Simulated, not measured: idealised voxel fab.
process module | voxel wiring stack
cross-section cut | 165 nm wide | cells 5 nm
A cross-section is a grid of square cells, given in bands from the top down. A band is one or more rows of cells.
Each band's line starts with the height of the band's top and of its bottom, in nm. Then come its materials from left to right, each with its width in nm. One material with "throughout" fills the band from edge to edge. "air" is empty space.
Height 0 is the level under which the wafer as received is all one material. The lowest band goes on downwards, as in "0 down".
A width such as "30 to 40" changes by the same amount from each row of cells to the next, from the band's top row to its bottom row.
"no change" after a step means that no cell of the cross-section changed.
closed voids: empty space of 8 cells or more with no open way to the top, each as width x height at its distance from the left edge, in nm
after a step's settings: what the simulator itself notes on the step
overlay nm, on a step with a mask: how far to the right of its planned place the mask lay; to the left if negative
plan
1 op RECEIVE | material Si
2 op CONFORMAL_DEP | material SiO2 | thk nm 15
3 op CONFORMAL_DEP | material SiN | thk nm 5
4 op DIRECTIONAL_DEP | material lowk | thk nm 15
5 op PATTERN | tone open | mask id METAL_1 | material resist | width nm 30 | pitch nm 55 | thk nm 20 | overlay nm 0
6 op DIRECTIONAL_ETCH | etch materials lowk | depth nm 15
7 op DIRECTIONAL_ETCH | etch materials SiN | depth nm 5
8 op STRIP | etch materials resist
9 op CONFORMAL_DEP | material TiN | thk nm 5
10 op FILL_DEP | material W | thk nm 5
11 op CMP | height nm 35
12 op EPI | material Ru | thk nm 5
13 op FILL_DEP | material SiCN | thk nm 5
14 op DIRECTIONAL_DEP | material lowk | thk nm 30
15 op DIRECTIONAL_DEP | material aC | thk nm 15
16 op PATTERN | tone open | mask id METAL_2_HOLES | material resist | width nm 15 | thk nm 35 | overlay nm 0
17 op DIRECTIONAL_ETCH | etch materials aC | depth nm 15
18 op STRIP | etch materials resist
19 op DIRECTIONAL_ETCH | etch materials lowk | depth nm 30
20 op STRIP | etch materials aC
21 op DIRECTIONAL_DEP | material aC | thk nm 10
22 op PATTERN | tone open | mask id METAL_2 | material resist | width nm 30 | pitch nm 55 | thk nm 25 | overlay nm 0
23 op DIRECTIONAL_ETCH | etch materials aC | depth nm 10
24 op STRIP | etch materials resist
25 op DIRECTIONAL_ETCH | etch materials lowk | depth nm 20
26 op DIRECTIONAL_ETCH | etch materials SiCN | depth nm 5
27 op STRIP | etch materials aC
28 op CONFORMAL_DEP | material TiN | thk nm 5
29 op FILL_DEP | material Cu | thk nm 10
30 op CMP | height nm 75
31 op CONFORMAL_DEP | material SiN | thk nm 5
first wafer, as planned
as received, after step 1
  0 down: Si throughout
  closed voids: none
after step 2
  15 to 0: SiO2 throughout
  below 0: unchanged
after step 3
  20 to 15: SiN throughout
  below 15: unchanged
after step 4
  35 to 20: lowk throughout
  below 20: unchanged
after step 5
  55 to 35: resist 40 | air 30 | resist 25 | air 30 | resist 40
  below 35: unchanged
after step 6
  55 to 35: resist 40 | air 30 | resist 25 | air 30 | resist 40
  35 to 20: lowk 40 | air 30 | lowk 25 | air 30 | lowk 40
  below 20: unchanged
after step 7
  55 to 35: resist 40 | air 30 | resist 25 | air 30 | resist 40
  35 to 20: lowk 40 | air 30 | lowk 25 | air 30 | lowk 40
  20 to 15: SiN 40 | air 30 | SiN 25 | air 30 | SiN 40
  below 15: unchanged
after step 8
  35 to 20: lowk 40 | air 30 | lowk 25 | air 30 | lowk 40
  below 20: unchanged
after step 9
  40 to 35: TiN 45 | air 20 | TiN 35 | air 20 | TiN 45
  35 to 20: lowk 40 | TiN 5 | air 20 | TiN 5 | lowk 25 | TiN 5 | air 20 | TiN 5 | lowk 40
  20 to 15: SiN 40 | TiN 30 | SiN 25 | TiN 30 | SiN 40
  below 15: unchanged
after step 10
  45 to 40: W throughout
  40 to 35: TiN 45 | W 20 | TiN 35 | W 20 | TiN 45
  35 to 20: lowk 40 | TiN 5 | W 20 | TiN 5 | lowk 25 | TiN 5 | W 20 | TiN 5 | lowk 40
  below 20: unchanged
after step 11
  35 to 20: lowk 40 | TiN 5 | W 20 | TiN 5 | lowk 25 | TiN 5 | W 20 | TiN 5 | lowk 40
  below 20: unchanged
after step 12
  40 to 35: air 35 | Ru 40 | air 15 | Ru 40 | air 35
  below 35: unchanged
after step 13
  45 to 40: SiCN throughout
  40 to 35: SiCN 35 | Ru 40 | SiCN 15 | Ru 40 | SiCN 35
  below 35: unchanged
after step 14
  75 to 45: lowk throughout
  below 45: unchanged
after step 15
  90 to 75: aC throughout
  below 75: unchanged
after step 16
  125 to 90: resist 40 | air 15 | resist 110
  below 90: unchanged
after step 17
  110 to 90: resist 40 | air 15 | resist 110
  90 to 75: aC 40 | air 15 | aC 110
  below 75: unchanged
after step 18
  90 to 75: aC 40 | air 15 | aC 110
  below 75: unchanged
after step 19
  90 to 75: aC 40 | air 15 | aC 110
  75 to 45: lowk 40 | air 15 | lowk 110
  below 45: unchanged
after step 20
  75 to 45: lowk 40 | air 15 | lowk 110
  below 45: unchanged
after step 21
  85 to 75: aC 40 | air 15 | aC 110
  75 to 55: lowk 40 | air 15 | lowk 110
  55 to 45: lowk 40 | aC 15 | lowk 110
  below 45: unchanged
after step 22
  110 to 85: resist 40 | air 30 | resist 25 | air 30 | resist 40
  below 85: unchanged
after step 23
  100 to 85: resist 40 | air 30 | resist 25 | air 30 | resist 40
  85 to 75: aC 40 | air 30 | aC 25 | air 30 | aC 40
  75 to 45: lowk 40 | air 15 | lowk 110
  below 45: unchanged
after step 24
  85 to 75: aC 40 | air 30 | aC 25 | air 30 | aC 40
  below 75: unchanged
after step 25
  85 to 75: aC 40 | air 30 | aC 25 | air 30 | aC 40
  75 to 55: lowk 40 | air 30 | lowk 25 | air 30 | lowk 40
  below 55: unchanged
after step 26
  85 to 75: aC 40 | air 30 | aC 25 | air 30 | aC 40
  75 to 55: lowk 40 | air 30 | lowk 25 | air 30 | lowk 40
  55 to 45: lowk 40 | air 15 | lowk 110
  45 to 40: SiCN 40 | air 15 | SiCN 110
  below 40: unchanged
after step 27
  75 to 55: lowk 40 | air 30 | lowk 25 | air 30 | lowk 40
  below 55: unchanged
after step 28
  80 to 75: TiN 45 | air 20 | TiN 35 | air 20 | TiN 45
  75 to 60: lowk 40 | TiN 5 | air 20 | TiN 5 | lowk 25 | TiN 5 | air 20 | TiN 5 | lowk 40
  60 to 55: lowk 40 | TiN 5 | air 5 | TiN 20 | lowk 25 | TiN 30 | lowk 40
  55 to 45: lowk 40 | TiN 5 | air 5 | TiN 5 | lowk 110
  45 to 40: SiCN 40 | TiN 15 | SiCN 110
  below 40: unchanged
after step 29
  90 to 80: Cu throughout
  80 to 75: TiN 45 | Cu 20 | TiN 35 | Cu 20 | TiN 45
  75 to 60: lowk 40 | TiN 5 | Cu 20 | TiN 5 | lowk 25 | TiN 5 | Cu 20 | TiN 5 | lowk 40
  60 to 55: lowk 40 | TiN 5 | Cu 5 | TiN 20 | lowk 25 | TiN 30 | lowk 40
  55 to 45: lowk 40 | TiN 5 | Cu 5 | TiN 5 | lowk 110
  below 45: unchanged
after step 30
  75 to 60: lowk 40 | TiN 5 | Cu 20 | TiN 5 | lowk 25 | TiN 5 | Cu 20 | TiN 5 | lowk 40
  below 60: unchanged
after step 31
  80 to 75: SiN throughout
  below 75: unchanged
second wafer: like start, like plan, one mistake. Through step 21 it matches the first wafer
when step 22 should have ended
  110 to 85: air 40 | resist 30 | air 25 | resist 30 | air 40
  85 to 75: aC 40 | resist 15 | aC 110
  75 to 55: lowk 40 | resist 15 | lowk 110
  below 55: unchanged
when step 23 should have ended
  100 to 85: air 40 | resist 30 | air 25 | resist 30 | air 40
  85 to 75: air 40 | resist 15 | aC 15 | air 25 | aC 30 | air 40
  below 75: unchanged
when step 24 should have ended
  85 to 75: air 55 | aC 15 | air 25 | aC 30 | air 40
  75 to 55: lowk 40 | air 15 | lowk 110
  below 55: unchanged
when step 25 should have ended
  85 to 75: air 55 | aC 15 | air 25 | aC 30 | air 40
  75 to 55: air 55 | lowk 15 | air 25 | lowk 30 | air 40
  below 55: unchanged
when step 26 should have ended: no change
when step 27 should have ended
  75 to 55: air 55 | lowk 15 | air 25 | lowk 30 | air 40
  55 to 45: lowk 40 | air 15 | lowk 110
  below 45: unchanged
when step 28 should have ended
  80 to 75: air 50 | TiN 25 | air 15 | TiN 40 | air 35
  75 to 60: air 50 | TiN 5 | lowk 15 | TiN 5 | air 15 | TiN 5 | lowk 30 | TiN 5 | air 35
  60 to 55: TiN 45 | air 5 | TiN 5 | lowk 15 | TiN 25 | lowk 30 | TiN 40
  55 to 50: lowk 40 | TiN 5 | air 5 | TiN 5 | lowk 110
  50 to 45: lowk 40 | TiN 15 | lowk 110
  below 45: unchanged
when step 29 should have ended
  90 to 80: Cu throughout
  80 to 75: Cu 50 | TiN 25 | Cu 15 | TiN 40 | Cu 35
  75 to 60: Cu 50 | TiN 5 | lowk 15 | TiN 5 | Cu 15 | TiN 5 | lowk 30 | TiN 5 | Cu 35
  60 to 55: TiN 45 | Cu 5 | TiN 5 | lowk 15 | TiN 25 | lowk 30 | TiN 40
  55 to 50: lowk 40 | TiN 5 | Cu 5 | TiN 5 | lowk 110
  below 50: unchanged
when step 30 should have ended
  75 to 60: Cu 50 | TiN 5 | lowk 15 | TiN 5 | Cu 15 | TiN 5 | lowk 30 | TiN 5 | Cu 35
  below 60: unchanged
when step 31 should have ended
  80 to 75: SiN throughout
  below 75: unchanged
what went wrong: step 22 ran as: op PATTERN | tone cover | mask id METAL_2 | material resist | width nm 30 | pitch nm 55 | thk nm 25 | overlay nm 0
at the end the second wafer has, in cells: 35 more of Cu | 3 more of SiCN | 10 more of TiN | 48 fewer of lowk
